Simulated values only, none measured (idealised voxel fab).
Documented hereafter: the process module known as voxel transistor to metal.
cross-section cut | 300 nm wide | cells 5 nm
Cross-section spec: square-cell grid; bands listed top down; each band is one or more rows.
First you get the band's top height and its bottom height, in nm, and then the materials it's made of, left to right, with each width in nm. If you see a single material with "full width", that one covers the band edge to edge. "blank" is empty space.
Heads up on the height convention: 0 is the point under which the incoming wafer is all one material, and the lowest band has no bottom, it just keeps going down, like "0..down".
Note: "30..40" means the width goes from the first number (top row of the band) to the second number (bottom row) in equal steps per row of cells.
Take "left unchanged" at face value: in the step it is given for, the cross-section changed in none of its cells.
Any empty space of 8 cells or more lacking an open way to the top shows up in "Closed void register" as width x height at distance, distance from the left edge, in nm.
On a step's line, text after the settings is the simulator commenting on that step.
"overlay nm" answers the question of how far to the right of plan the mask lay on a step that has a mask, and when it is negative the answer is to the left.
The remainder of this document consists of a sequence of paired cross-sections. Each pair presents the cross-section prior to one process step together with the cross-section following it, the latter being rendered only as deep as the lowest band that underwent change. The intervening step, together with its settings, is stated beneath each pair. Because the pairs may originate from different runs of this module on the same starting wafer, a given pair is to be read as continuing from the preceding pair only where its entry headed "Pre-step profile" so indicates.
[Pre-step profile]
  0..down: Si full width
  Closed void register: none
[Post-Step Cross-Section]
  5..0: SiO2 full width
  Heights below 0 show no change.
  Closed void register: none
The step that takes the structure from the upper cross-section to the lower one is CONFORMAL_DEP, material SiO2, thk nm 5
Pre-step profile: The pre-step condition corresponds to the post-step cross-section depicted in the pair directly above.
[Post-Step Cross-Section]
  20..5: SiN full width
  Heights below 5 show no change.
  Closed void register: none
The step that takes the structure from the upper cross-section to the lower one is CONFORMAL_DEP, material SiN, thk nm 15
Pre-step profile: The pre-step condition corresponds to the post-step cross-section depicted in the pair directly above.
[Post-Step Cross-Section]
  40..20: blank: 20  resist: 115  blank: 30  resist: 115  blank: 20
  Heights below 20 show no change.
  Closed void register: none
The step that takes the structure from the upper cross-section to the lower one is PATTERN, tone cover, mask id ACTIVE, material resist, width nm 115, pitch nm 145, thk nm 20, overlay nm 0
Pre-step profile: The pre-step condition corresponds to the post-step cross-section depicted in the pair directly above.
[Post-Step Cross-Section]
  40..20: blank: 20  resist: 115  blank: 30  resist: 115  blank: 20
  20..5: blank: 20  SiN: 115  blank: 30  SiN: 115  blank: 20
  Heights below 5 show no change.
  Closed void register: none
The step that takes the structure from the upper cross-section to the lower one is DIRECTIONAL_ETCH, etch materials SiN, depth nm 15
Pre-step profile: The pre-step condition corresponds to the post-step cross-section depicted in the pair directly above.
[Post-Step Cross-Section]
  40..20: blank: 20  resist: 115  blank: 30  resist: 115  blank: 20
  20..5: blank: 20  SiN: 115  blank: 30  SiN: 115  blank: 20
  5..0: blank: 20  SiO2: 115  blank: 30  SiO2: 115  blank: 20
  Heights below 0 show no change.
  Closed void register: none
The step that takes the structure from the upper cross-section to the lower one is DIRECTIONAL_ETCH, etch materials SiO2, depth nm 5
Pre-step profile: The pre-step condition corresponds to the post-step cross-section depicted in the pair directly above.
[Post-Step Cross-Section]
  40..20: blank: 20  resist: 115  blank: 30  resist: 115  blank: 20
  20..5: blank: 20  SiN: 115  blank: 30  SiN: 115  blank: 20
  5..0: blank: 20  SiO2: 115  blank: 30  SiO2: 115  blank: 20
  0..-25: blank: 20  Si: 115  blank: 30  Si: 115  blank: 20
  Heights below -25 show no change.
  Closed void register: none
The step that takes the structure from the upper cross-section to the lower one is DIRECTIONAL_ETCH, etch materials Si, depth nm 25
Pre-step profile: The pre-step condition corresponds to the post-step cross-section depicted in the pair directly above.
[Post-Step Cross-Section]
  20..5: blank: 20  SiN: 115  blank: 30  SiN: 115  blank: 20
  Heights below 5 show no change.
  Closed void register: none
The step that takes the structure from the upper cross-section to the lower one is STRIP, etch materials resist
Pre-step profile: The pre-step condition corresponds to the post-step cross-section depicted in the pair directly above.
[Post-Step Cross-Section]
  20..5: blank: 20  SiN: 115  blank: 30  SiN: 115  blank: 20
  5..0: blank: 20  SiO2: 115  blank: 30  SiO2: 115  blank: 20
  0..-25: blank: 20  SiO2: 5  Si: 105  SiO2: 5  blank: 30  SiO2: 5  Si: 105  SiO2: 5  blank: 20
  -25..-30: SiO2: 25  Si: 105  SiO2: 40  Si: 105  SiO2: 25
  Heights below -30 show no change.
  Closed void register: none
The step that takes the structure from the upper cross-section to the lower one is OXIDIZE, depth nm 5
Pre-step profile: The pre-step condition corresponds to the post-step cross-section depicted in the pair directly above.
[Post-Step Cross-Section]
  30..20: SiO2 full width
  20..5: SiO2: 20  SiN: 115  SiO2: 30  SiN: 115  SiO2: 20
  5..0: SiO2 full width
  0..-30: SiO2: 25  Si: 105  SiO2: 40  Si: 105  SiO2: 25
  Heights below -30 show no change.
  Closed void register: none
The step that takes the structure from the upper cross-section to the lower one is FILL_DEP, material SiO2, thk nm 10
Pre-step profile: The pre-step condition corresponds to the post-step cross-section depicted in the pair directly above.
[Post-Step Cross-Section]
  20..5: SiO2: 20  SiN: 115  SiO2: 30  SiN: 115  SiO2: 20
  Heights below 5 show no change.
  Closed void register: none
The step that takes the structure from the upper cross-section to the lower one is CMP, height nm 20
Pre-step profile: The pre-step condition corresponds to the post-step cross-section depicted in the pair directly above.
[Post-Step Cross-Section]
  20..15: blank: 20  SiN: 115  blank: 30  SiN: 115  blank: 20
  Heights below 15 show no change.
  Closed void register: none
The step that takes the structure from the upper cross-section to the lower one is SELECTIVE_ETCH, etch materials SiO2, depth nm 5
Pre-step profile: The pre-step condition corresponds to the post-step cross-section depicted in the pair directly above.
[Post-Step Cross-Section]
  15..5: SiO2: 20  blank: 115  SiO2: 30  blank: 115  SiO2: 20
  Heights below 5 show no change.
  Closed void register: none
The step that takes the structure from the upper cross-section to the lower one is STRIP, etch materials SiN
Pre-step profile: The pre-step condition corresponds to the post-step cross-section depicted in the pair directly above.
[Post-Step Cross-Section]
  10..0: SiO2: 15  blank: 125  SiO2: 20  blank: 125  SiO2: 15
  Heights below 0 show no change.
  Closed void register: none
The step that takes the structure from the upper cross-section to the lower one is SELECTIVE_ETCH, etch materials SiO2, depth nm 5
Pre-step profile: The pre-step condition corresponds to the post-step cross-section depicted in the pair directly above.
[Post-Step Cross-Section]
  10..0: SiO2: 15  blank: 125  SiO2: 20  blank: 125  SiO2: 15
  0..-5: SiO2 full width
  Heights below -5 show no change.
  Closed void register: none
The step that takes the structure from the upper cross-section to the lower one is OXIDIZE, depth nm 5
Pre-step profile: The pre-step condition corresponds to the post-step cross-section depicted in the pair directly above.
[Post-Step Cross-Section]
  35..25: polySi: 15  blank: 125  polySi: 20  blank: 125  polySi: 15
  25..10: polySi full width
  10..0: SiO2: 15  polySi: 125  SiO2: 20  polySi: 125  SiO2: 15
  Heights below 0 show no change.
  Closed void register: none
The step that takes the structure from the upper cross-section to the lower one is DIRECTIONAL_DEP, material polySi, thk nm 25
Pre-step profile: The pre-step condition corresponds to the post-step cross-section depicted in the pair directly above.
[Post-Step Cross-Section]
  45..35: SiCN: 15  blank: 125  SiCN: 20  blank: 125  SiCN: 15
  35..25: polySi: 15  SiCN: 125  polySi: 20  SiCN: 125  polySi: 15
  Heights below 25 show no change.
  Closed void register: none
The step that takes the structure from the upper cross-section to the lower one is DIRECTIONAL_DEP, material SiCN, thk nm 10
Pre-step profile: The pre-step condition corresponds to the post-step cross-section depicted in the pair directly above.
[Post-Step Cross-Section]
  35..25: polySi: 15  blank: 50  SiCN: 25  blank: 50  polySi: 20  blank: 50  SiCN: 25  blank: 50  polySi: 15
  Heights below 25 show no change.
  Closed void register: none
The step that takes the structure from the upper cross-section to the lower one is MASKED_ETCH, tone cover, mask id GATE, width nm 25, pitch nm 145, etch materials SiCN, depth nm 20, overlay nm 0
Pre-step profile: The pre-step condition corresponds to the post-step cross-section depicted in the pair directly above.
[Post-Step Cross-Section]
  35..25: blank: 65  SiCN: 25  blank: 120  SiCN: 25  blank: 65
  25..10: blank: 65  polySi: 25  blank: 120  polySi: 25  blank: 65
  10..0: SiO2: 15  blank: 50  polySi: 25  blank: 50  SiO2: 20  blank: 50  polySi: 25  blank: 50  SiO2: 15
  Heights below 0 show no change.
  Closed void register: none
The step that takes the structure from the upper cross-section to the lower one is MASKED_ETCH, tone cover, mask id GATE, width nm 25, pitch nm 145, etch materials polySi, depth nm 35, overlay nm 0
Pre-step profile: The pre-step condition corresponds to the post-step cross-section depicted in the pair directly above.
[Post-Step Cross-Section]
  45..35: blank: 55  SiN: 45  blank: 100  SiN: 45  blank: 55
  35..25: blank: 55  SiN: 10  SiCN: 25  SiN: 10  blank: 100  SiN: 10  SiCN: 25  SiN: 10  blank: 55
  25..20: blank: 55  SiN: 10  polySi: 25  SiN: 10  blank: 100  SiN: 10  polySi: 25  SiN: 10  blank: 55
  20..10: SiN: 25  blank: 30  SiN: 10  polySi: 25  SiN: 10  blank: 30  SiN: 40  blank: 30  SiN: 10  polySi: 25  SiN: 10  blank: 30  SiN: 25
  10..0: SiO2: 15  SiN: 50  polySi: 25  SiN: 50  SiO2: 20  SiN: 50  polySi: 25  SiN: 50  SiO2: 15
  Heights below 0 show no change.
  Closed void register: none
The step that takes the structure from the upper cross-section to the lower one is CONFORMAL_DEP, material SiN, thk nm 10
Pre-step profile: The pre-step condition corresponds to the post-step cross-section depicted in the pair directly above.
[Post-Step Cross-Section]
  35..25: blank: 55  SiN: 10  SiCN: 25  SiN: 10  blank: 100  SiN: 10  SiCN: 25  SiN: 10  blank: 55
  25..10: blank: 55  SiN: 10  polySi: 25  SiN: 10  blank: 100  SiN: 10  polySi: 25  SiN: 10  blank: 55
  10..0: SiO2: 15  SiN: 10  blank: 30  SiN: 10  polySi: 25  SiN: 10  blank: 30  SiN: 10  SiO2: 20  SiN: 10  blank: 30  SiN: 10  polySi: 25  SiN: 10  blank: 30  SiN: 10  SiO2: 15
  Heights below 0 show no change.
  Closed void register: none
The step that takes the structure from the upper cross-section to the lower one is DIRECTIONAL_ETCH, etch materials SiN, depth nm 10
Pre-step profile: The pre-step condition corresponds to the post-step cross-section depicted in the pair directly above.
[Post-Step Cross-Section]
  35..25: blank: 55  SiN: 10  SiCN: 25  SiN: 10  blank: 100  SiN: 10  SiCN: 25  SiN: 10  blank: 55
  25..10: blank: 55  SiN: 10  polySi: 25  SiN: 10  blank: 100  SiN: 10  polySi: 25  SiN: 10  blank: 55
  10..5: blank: 15  SiN: 10  blank: 30  SiN: 10  polySi: 25  SiN: 10  blank: 30  SiN: 10  blank: 20  SiN: 10  blank: 30  SiN: 10  polySi: 25  SiN: 10  blank: 30  SiN: 10  blank: 15
  5..0: SiO2: 15  SiN: 10  blank: 30  SiN: 10  polySi: 25  SiN: 10  blank: 30  SiN: 10  SiO2: 20  SiN: 10  blank: 30  SiN: 10  polySi: 25  SiN: 10  blank: 30  SiN: 10  SiO2: 15
  0..-5: SiO2: 25  blank: 30  SiO2: 45  blank: 30  SiO2: 40  blank: 30  SiO2: 45  blank: 30  SiO2: 25
  Heights below -5 show no change.
  Closed void register: none
The step that takes the structure from the upper cross-section to the lower one is DIRECTIONAL_ETCH, etch materials SiO2, depth nm 5
Pre-step profile: The pre-step condition corresponds to the post-step cross-section depicted in the pair directly above.
[Post-Step Cross-Section]
  35..25: blank: 55  SiN: 10  SiCN: 25  SiN: 10  blank: 100  SiN: 10  SiCN: 25  SiN: 10  blank: 55
  25..10: blank: 55  SiN: 10  polySi: 25  SiN: 10  blank: 100  SiN: 10  polySi: 25  SiN: 10  blank: 55
  10..5: blank: 15  SiN: 10  blank: 30  SiN: 10  polySi: 25  SiN: 10  blank: 30  SiN: 10  blank: 20  SiN: 10  blank: 30  SiN: 10  polySi: 25  SiN: 10  blank: 30  SiN: 10  blank: 15
  5..0: SiO2: 15  SiN: 10  blank: 30  SiN: 10  polySi: 25  SiN: 10  blank: 30  SiN: 10  SiO2: 20  SiN: 10  blank: 30  SiN: 10  polySi: 25  SiN: 10  blank: 30  SiN: 10  SiO2: 15
  0..-5: SiO2: 25  blank: 30  SiO2: 45  blank: 30  SiO2: 40  blank: 30  SiO2: 45  blank: 30  SiO2: 25
  -5..-20: SiO2: 25  blank: 30  Si: 45  blank: 30  SiO2: 40  blank: 30  Si: 45  blank: 30  SiO2: 25
  Heights below -20 show no change.
  Closed void register: none
The step that takes the structure from the upper cross-section to the lower one is DIRECTIONAL_ETCH, etch materials Si, depth nm 15
Pre-step profile: The pre-step condition corresponds to the post-step cross-section depicted in the pair directly above.
[Post-Step Cross-Section]
  35..25: blank: 55  SiN: 10  SiCN: 25  SiN: 10  blank: 100  SiN: 10  SiCN: 25  SiN: 10  blank: 55
  25..15: blank: 55  SiN: 10  polySi: 25  SiN: 10  blank: 100  SiN: 10  polySi: 25  SiN: 10  blank: 55
  15..10: blank: 35  nSi: 20  SiN: 10  polySi: 25  SiN: 10  nSi: 20  blank: 60  nSi: 20  SiN: 10  polySi: 25  SiN: 10  nSi: 20  blank: 35
  10..5: blank: 15  SiN: 10  blank: 10  nSi: 20  SiN: 10  polySi: 25  SiN: 10  nSi: 20  blank: 10  SiN: 10  blank: 20  SiN: 10  blank: 10  nSi: 20  SiN: 10  polySi: 25  SiN: 10  nSi: 20  blank: 10  SiN: 10  blank: 15
  5..0: SiO2: 15  SiN: 10  blank: 10  nSi: 20  SiN: 10  polySi: 25  SiN: 10  nSi: 20  blank: 10  SiN: 10  SiO2: 20  SiN: 10  blank: 10  nSi: 20  SiN: 10  polySi: 25  SiN: 10  nSi: 20  blank: 10  SiN: 10  SiO2: 15
  0..-5: SiO2: 25  nSi: 30  SiO2: 45  nSi: 30  SiO2: 40  nSi: 30  SiO2: 45  nSi: 30  SiO2: 25
  -5..-20: SiO2: 25  nSi: 30  Si: 45  nSi: 30  SiO2: 40  nSi: 30  Si: 45  nSi: 30  SiO2: 25
  Heights below -20 show no change.
  Closed void register: none
The step that takes the structure from the upper cross-section to the lower one is EPI, material nSi, thk nm 20
Pre-step profile: The pre-step condition corresponds to the post-step cross-section depicted in the pair directly above.
[Post-Step Cross-Section]
  45..35: SiO2 full width
  35..25: SiO2: 55  SiN: 10  SiCN: 25  SiN: 10  SiO2: 100  SiN: 10  SiCN: 25  SiN: 10  SiO2: 55
  25..15: SiO2: 55  SiN: 10  polySi: 25  SiN: 10  SiO2: 100  SiN: 10  polySi: 25  SiN: 10  SiO2: 55
  15..10: SiO2: 35  nSi: 20  SiN: 10  polySi: 25  SiN: 10  nSi: 20  SiO2: 60  nSi: 20  SiN: 10  polySi: 25  SiN: 10  nSi: 20  SiO2: 35
  10..0: SiO2: 15  SiN: 10  SiO2: 10  nSi: 20  SiN: 10  polySi: 25  SiN: 10  nSi: 20  SiO2: 10  SiN: 10  SiO2: 20  SiN: 10  SiO2: 10  nSi: 20  SiN: 10  polySi: 25  SiN: 10  nSi: 20  SiO2: 10  SiN: 10  SiO2: 15
  Heights below 0 show no change.
  Closed void register: none
The step that takes the structure from the upper cross-section to the lower one is FILL_DEP, material SiO2, thk nm 10
Pre-step profile: The pre-step condition corresponds to the post-step cross-section depicted in the pair directly above.
[Post-Step Cross-Section]
  35..25: SiO2: 55  SiN: 10  SiCN: 25  SiN: 10  SiO2: 100  SiN: 10  SiCN: 25  SiN: 10  SiO2: 55
  Heights below 25 show no change.
  Closed void register: none
The step that takes the structure from the upper cross-section to the lower one is CMP, height nm 35
Pre-step profile: The pre-step condition corresponds to the post-step cross-section depicted in the pair directly above.
[Post-Step Cross-Section]
  45..35: SiO2 full width
  Heights below 35 show no change.
  Closed void register: none
The step that takes the structure from the upper cross-section to the lower one is DIRECTIONAL_DEP, material SiO2, thk nm 10
Pre-step profile: The pre-step condition corresponds to the post-step cross-section depicted in the pair directly above.
[Post-Step Cross-Section]
  45..35: SiO2: 30  blank: 30  SiO2: 35  blank: 30  SiO2: 50  blank: 30  SiO2: 35  blank: 30  SiO2: 30
  35..25: SiO2: 30  blank: 25  SiN: 10  SiCN: 25  SiN: 10  blank: 25  SiO2: 50  blank: 25  SiN: 10  SiCN: 25  SiN: 10  blank: 25  SiO2: 30
  25..15: SiO2: 30  blank: 25  SiN: 10  polySi: 25  SiN: 10  blank: 25  SiO2: 50  blank: 25  SiN: 10  polySi: 25  SiN: 10  blank: 25  SiO2: 30
  15..10: SiO2: 30  blank: 5  nSi: 20  SiN: 10  polySi: 25  SiN: 10  nSi: 20  blank: 5  SiO2: 50  blank: 5  nSi: 20  SiN: 10  polySi: 25  SiN: 10  nSi: 20  blank: 5  SiO2: 30
  10..0: SiO2: 15  SiN: 10  SiO2: 5  blank: 5  nSi: 20  SiN: 10  polySi: 25  SiN: 10  nSi: 20  blank: 5  SiO2: 5  SiN: 10  SiO2: 20  SiN: 10  SiO2: 5  blank: 5  nSi: 20  SiN: 10  polySi: 25  SiN: 10  nSi: 20  blank: 5  SiO2: 5  SiN: 10  SiO2: 15
  Heights below 0 show no change.
  Closed void register: none
The step that takes the structure from the upper cross-section to the lower one is MASKED_ETCH, tone open, mask id CONTACT, width nm 30, etch materials SiO2, depth nm 45, overlay nm 0
Pre-step profile: The pre-step condition corresponds to the post-step cross-section depicted in the pair directly above.
[Post-Step Cross-Section]
  50..45: TiN: 35  blank: 20  TiN: 45  blank: 20  TiN: 60  blank: 20  TiN: 45  blank: 20  TiN: 35
  45..35: SiO2: 30  TiN: 5  blank: 20..15  TiN: 5..10  SiO2: 35  TiN: 5..10  blank: 20..15  TiN: 5  SiO2: 50  TiN: 5  blank: 20..15  TiN: 5..10  SiO2: 35  TiN: 5..10  blank: 20..15  TiN: 5  SiO2: 30
  35..25: SiO2: 30  TiN: 5  blank: 15  TiN: 5  SiN: 10  SiCN: 25  SiN: 10  TiN: 5  blank: 15  TiN: 5  SiO2: 50  TiN: 5  blank: 15  TiN: 5  SiN: 10  SiCN: 25  SiN: 10  TiN: 5  blank: 15  TiN: 5  SiO2: 30
  25..20: SiO2: 30  TiN: 5  blank: 15  TiN: 5  SiN: 10  polySi: 25  SiN: 10  TiN: 5  blank: 15  TiN: 5  SiO2: 50  TiN: 5  blank: 15  TiN: 5  SiN: 10  polySi: 25  SiN: 10  TiN: 5  blank: 15  TiN: 5  SiO2: 30
  20..15: SiO2: 30  TiN: 25  SiN: 10  polySi: 25  SiN: 10  TiN: 25  SiO2: 50  TiN: 25  SiN: 10  polySi: 25  SiN: 10  TiN: 25  SiO2: 30
  15..10: SiO2: 30  TiN: 5  nSi: 20  SiN: 10  polySi: 25  SiN: 10  nSi: 20  TiN: 5  SiO2: 50  TiN: 5  nSi: 20  SiN: 10  polySi: 25  SiN: 10  nSi: 20  TiN: 5  SiO2: 30
  10..0: SiO2: 15  SiN: 10  SiO2: 5  TiN: 5  nSi: 20  SiN: 10  polySi: 25  SiN: 10  nSi: 20  TiN: 5  SiO2: 5  SiN: 10  SiO2: 20  SiN: 10  SiO2: 5  TiN: 5  nSi: 20  SiN: 10  polySi: 25  SiN: 10  nSi: 20  TiN: 5  SiO2: 5  SiN: 10  SiO2: 15
  Heights below 0 show no change.
  Closed void register: none
The step that takes the structure from the upper cross-section to the lower one is CONFORMAL_DEP, material TiN, thk nm 5
Pre-step profile: The pre-step condition corresponds to the post-step cross-section depicted in the pair directly above.
[Post-Step Cross-Section]
  55..50: Ru full width
  50..45: TiN: 35  Ru: 20  TiN: 45  Ru: 20  TiN: 60  Ru: 20  TiN: 45  Ru: 20  TiN: 35
  45..35: SiO2: 30  TiN: 5  Ru: 20..15  TiN: 5..10  SiO2: 35  TiN: 5..10  Ru: 20..15  TiN: 5  SiO2: 50  TiN: 5  Ru: 20..15  TiN: 5..10  SiO2: 35  TiN: 5..10  Ru: 20..15  TiN: 5  SiO2: 30
  35..25: SiO2: 30  TiN: 5  Ru: 15  TiN: 5  SiN: 10  SiCN: 25  SiN: 10  TiN: 5  Ru: 15  TiN: 5  SiO2: 50  TiN: 5  Ru: 15  TiN: 5  SiN: 10  SiCN: 25  SiN: 10  TiN: 5  Ru: 15  TiN: 5  SiO2: 30
  25..20: SiO2: 30  TiN: 5  Ru: 15  TiN: 5  SiN: 10  polySi: 25  SiN: 10  TiN: 5  Ru: 15  TiN: 5  SiO2: 50  TiN: 5  Ru: 15  TiN: 5  SiN: 10  polySi: 25  SiN: 10  TiN: 5  Ru: 15  TiN: 5  SiO2: 30
  Heights below 20 show no change.
  Closed void register: none
The step that takes the structure from the upper cross-section to the lower one is FILL_DEP, material Ru, thk nm 5
Pre-step profile: The pre-step condition corresponds to the post-step cross-section depicted in the pair directly above.
[Post-Step Cross-Section]
  45..35: SiO2: 30  TiN: 5  Ru: 20..15  TiN: 5..10  SiO2: 35  TiN: 5..10  Ru: 20..15  TiN: 5  SiO2: 50  TiN: 5  Ru: 20..15  TiN: 5..10  SiO2: 35  TiN: 5..10  Ru: 20..15  TiN: 5  SiO2: 30
  Heights below 35 show no change.
  Closed void register: none
The step that takes the structure from the upper cross-section to the lower one is CMP, height nm 45
Pre-step profile: The pre-step condition corresponds to the post-step cross-section depicted in the pair directly above.
[Post-Step Cross-Section]
  50..45: TiN full width
  Heights below 45 show no change.
  Closed void register: none
The step that takes the structure from the upper cross-section to the lower one is DIRECTIONAL_DEP, material TiN, thk nm 5
Pre-step profile: The pre-step condition corresponds to the post-step cross-section depicted in the pair directly above.
[Post-Step Cross-Section]
  65..50: W full width
  Heights below 50 show no change.
  Closed void register: none
The step that takes the structure from the upper cross-section to the lower one is DIRECTIONAL_DEP, material W, thk nm 15
Pre-step profile: The pre-step condition corresponds to the post-step cross-section depicted in the pair directly above.
[Post-Step Cross-Section]
  80..65: blank: 30  resist: 20  blank: 55  resist: 20  blank: 50  resist: 20  blank: 55  resist: 20  blank: 30
  Heights below 65 show no change.
  Closed void register: none
The step that takes the structure from the upper cross-section to the lower one is PATTERN, tone cover, mask id METAL_1, material resist, width nm 20, thk nm 15, overlay nm 0
Pre-step profile: The pre-step condition corresponds to the post-step cross-section depicted in the pair directly above.
[Post-Step Cross-Section]
  80..65: blank: 30  resist: 20  blank: 55  resist: 20  blank: 50  resist: 20  blank: 55  resist: 20  blank: 30
  65..50: blank: 30  W: 20  blank: 55  W: 20  blank: 50  W: 20  blank: 55  W: 20  blank: 30
  Heights below 50 show no change.
  Closed void register: none
The step that takes the structure from the upper cross-section to the lower one is DIRECTIONAL_ETCH, etch materials W, depth nm 15
Pre-step profile: The pre-step condition corresponds to the post-step cross-section depicted in the pair directly above.
[Post-Step Cross-Section]
  80..65: blank: 30  resist: 20  blank: 55  resist: 20  blank: 50  resist: 20  blank: 55  resist: 20  blank: 30
  65..50: blank: 30  W: 20  blank: 55  W: 20  blank: 50  W: 20  blank: 55  W: 20  blank: 30
  50..45: blank: 30  TiN: 20  blank: 55  TiN: 20  blank: 50  TiN: 20  blank: 55  TiN: 20  blank: 30
  Heights below 45 show no change.
  Closed void register: none
The step that takes the structure from the upper cross-section to the lower one is DIRECTIONAL_ETCH, etch materials TiN, depth nm 5
Pre-step profile: The pre-step condition corresponds to the post-step cross-section depicted in the pair directly above.
[Post-Step Cross-Section]
  65..50: blank: 30  W: 20  blank: 55  W: 20  blank: 50  W: 20  blank: 55  W: 20  blank: 30
  Heights below 50 show no change.
  Closed void register: none
The step that takes the structure from the upper cross-section to the lower one is STRIP, etch materials resist
Pre-step profile: The pre-step condition corresponds to the post-step cross-section depicted in the pair directly above.
[Post-Step Cross-Section]
  75..65: lowk full width
  65..50: lowk: 30  W: 20  lowk: 55  W: 20  lowk: 50  W: 20  lowk: 55  W: 20  lowk: 30
  50..45: lowk: 30  TiN: 20  lowk: 55  TiN: 20  lowk: 50  TiN: 20  lowk: 55  TiN: 20  lowk: 30
  Heights below 45 show no change.
  Closed void register: none
The step that takes the structure from the upper cross-section to the lower one is FILL_DEP, material lowk, thk nm 10
Pre-step profile: The pre-step condition corresponds to the post-step cross-section depicted in the pair directly above.
[Post-Step Cross-Section]
  65..50: lowk: 30  W: 20  lowk: 55  W: 20  lowk: 50  W: 20  lowk: 55  W: 20  lowk: 30
  Heights below 50 show no change.
  Closed void register: none
The step that takes the structure from the upper cross-section to the lower one is CMP, height nm 65
Pre-step profile: The pre-step condition corresponds to the post-step cross-section depicted in the pair directly above.
[Post-Step Cross-Section]
  70..65: SiCN full width
  Heights below 65 show no change.
  Closed void register: none
The step that takes the structure from the upper cross-section to the lower one is CONFORMAL_DEP, material SiCN, thk nm 5
Pre-step profile: The pre-step condition corresponds to the post-step cross-section depicted in the pair directly above.
[Post-Step Cross-Section]
  100..70: SiO2 full width
  Heights below 70 show no change.
  Closed void register: none
The step that takes the structure from the upper cross-section to the lower one is DIRECTIONAL_DEP, material SiO2, thk nm 30
Pre-step profile: The pre-step condition corresponds to the post-step cross-section depicted in the pair directly above.
[Post-Step Cross-Section]
  120..100: resist: 30  blank: 15  resist: 130  blank: 15  resist: 110
  Heights below 100 show no change.
  Closed void register: none
The step that takes the structure from the upper cross-section to the lower one is PATTERN, tone open, mask id METAL_2_HOLES, material resist, width nm 15, pitch nm 145, thk nm 20, overlay nm 0
Pre-step profile: The pre-step condition corresponds to the post-step cross-section depicted in the pair directly above.
[Post-Step Cross-Section]
  120..100: resist: 30  blank: 15  resist: 130  blank: 15  resist: 110
  100..70: SiO2: 30  blank: 15  SiO2: 130  blank: 15  SiO2: 110
  Heights below 70 show no change.
  Closed void register: none
The step that takes the structure from the upper cross-section to the lower one is DIRECTIONAL_ETCH, etch materials SiO2, depth nm 30
Pre-step profile: The pre-step condition corresponds to the post-step cross-section depicted in the pair directly above.
[Post-Step Cross-Section]
  100..70: SiO2: 30  blank: 15  SiO2: 130  blank: 15  SiO2: 110
  Heights below 70 show no change.
  Closed void register: none
The step that takes the structure from the upper cross-section to the lower one is STRIP, etch materials resist
Pre-step profile: The pre-step condition corresponds to the post-step cross-section depicted in the pair directly above.
[Post-Step Cross-Section]
  120..100: resist: 30  blank: 20  resist: 125  blank: 20  resist: 105
  Heights below 100 show no change.
  Closed void register: none
The step that takes the structure from the upper cross-section to the lower one is PATTERN, tone open, mask id METAL_2, material resist, width nm 20, pitch nm 145, thk nm 20, overlay nm 0
Pre-step profile: The pre-step condition corresponds to the post-step cross-section depicted in the pair directly above.
[Post-Step Cross-Section]
  120..100: resist: 30  blank: 20  resist: 125  blank: 20  resist: 105
  100..85: SiO2: 30  blank: 20  SiO2: 125  blank: 20  SiO2: 105
  Heights below 85 show no change.
  Closed void register: none
The step that takes the structure from the upper cross-section to the lower one is DIRECTIONAL_ETCH, etch materials SiO2, depth nm 15
Pre-step profile: The pre-step condition corresponds to the post-step cross-section depicted in the pair directly above.
[Post-Step Cross-Section]
  120..100: resist: 30  blank: 20  resist: 125  blank: 20  resist: 105
  100..85: SiO2: 30  blank: 20  SiO2: 125  blank: 20  SiO2: 105
  85..70: SiO2: 30  blank: 15  SiO2: 130  blank: 15  SiO2: 110
  70..65: SiCN: 30  blank: 15  SiCN: 130  blank: 15  SiCN: 110
  Heights below 65 show no change.
  Closed void register: none
The step that takes the structure from the upper cross-section to the lower one is DIRECTIONAL_ETCH, etch materials SiCN, depth nm 5
Pre-step profile: The pre-step condition corresponds to the post-step cross-section depicted in the pair directly above.
[Post-Step Cross-Section]
  100..85: SiO2: 30  blank: 20  SiO2: 125  blank: 20  SiO2: 105
  Heights below 85 show no change.
  Closed void register: none
The step that takes the structure from the upper cross-section to the lower one is STRIP, etch materials resist
Pre-step profile: The pre-step condition corresponds to the post-step cross-section depicted in the pair directly above.
[Post-Step Cross-Section]
  105..100: TiN: 35  blank: 10  TiN: 135  blank: 10  TiN: 110
  100..90: SiO2: 30  TiN: 5  blank: 10  TiN: 5  SiO2: 125  TiN: 5  blank: 10  TiN: 5  SiO2: 105
  90..85: SiO2: 30  TiN: 5  blank: 5  TiN: 10  SiO2: 125  TiN: 5  blank: 5  TiN: 10  SiO2: 105
  85..70: SiO2: 30  TiN: 5  blank: 5  TiN: 5  SiO2: 130  TiN: 5  blank: 5  TiN: 5  SiO2: 110
  70..65: SiCN: 30  TiN: 15  SiCN: 130  TiN: 15  SiCN: 110
  Heights below 65 show no change.
  Closed void register: none
The step that takes the structure from the upper cross-section to the lower one is CONFORMAL_DEP, material TiN, thk nm 5
Pre-step profile: The pre-step condition corresponds to the post-step cross-section depicted in the pair directly above.
[Post-Step Cross-Section]
  110..105: Cu full width
  105..100: TiN: 35  Cu: 10  TiN: 135  Cu: 10  TiN: 110
  100..90: SiO2: 30  TiN: 5  Cu: 10  TiN: 5  SiO2: 125  TiN: 5  Cu: 10  TiN: 5  SiO2: 105
  90..85: SiO2: 30  TiN: 5  Cu: 5  TiN: 10  SiO2: 125  TiN: 5  Cu: 5  TiN: 10  SiO2: 105
  85..70: SiO2: 30  TiN: 5  Cu: 5  TiN: 5  SiO2: 130  TiN: 5  Cu: 5  TiN: 5  SiO2: 110
  Heights below 70 show no change.
  Closed void register: none
The step that takes the structure from the upper cross-section to the lower one is FILL_DEP, material Cu, thk nm 5
Pre-step profile: The pre-step condition corresponds to the post-step cross-section depicted in the pair directly above.
[Post-Step Cross-Section]
  100..90: SiO2: 30  TiN: 5  Cu: 10  TiN: 5  SiO2: 125  TiN: 5  Cu: 10  TiN: 5  SiO2: 105
  Heights below 90 show no change.
  Closed void register: none
The step that takes the structure from the upper cross-section to the lower one is CMP, height nm 100
Pre-step profile: The pre-step condition corresponds to the post-step cross-section depicted in the pair directly above.
[Post-Step Cross-Section]
  105..100: SiCN full width
  Heights below 100 show no change.
  Closed void register: none
The step that takes the structure from the upper cross-section to the lower one is CONFORMAL_DEP, material SiCN, thk nm 5
[Pre-step profile]
  0..down: Si full width
  Closed void register: none
[Post-Step Cross-Section]
  15..0: SiN full width
  Heights below 0 show no change.
  Closed void register: none
The step that takes the structure from the upper cross-section to the lower one is CONFORMAL_DEP, material SiN, thk nm 15
Pre-step profile: The pre-step condition corresponds to the post-step cross-section depicted in the pair directly above.
[Post-Step Cross-Section]
  35..15: blank: 20  resist: 115  blank: 30  resist: 115  blank: 20
  Heights below 15 show no change.
  Closed void register: none
The step that takes the structure from the upper cross-section to the lower one is PATTERN, tone cover, mask id ACTIVE, material resist, width nm 115, pitch nm 145, thk nm 20, overlay nm 0
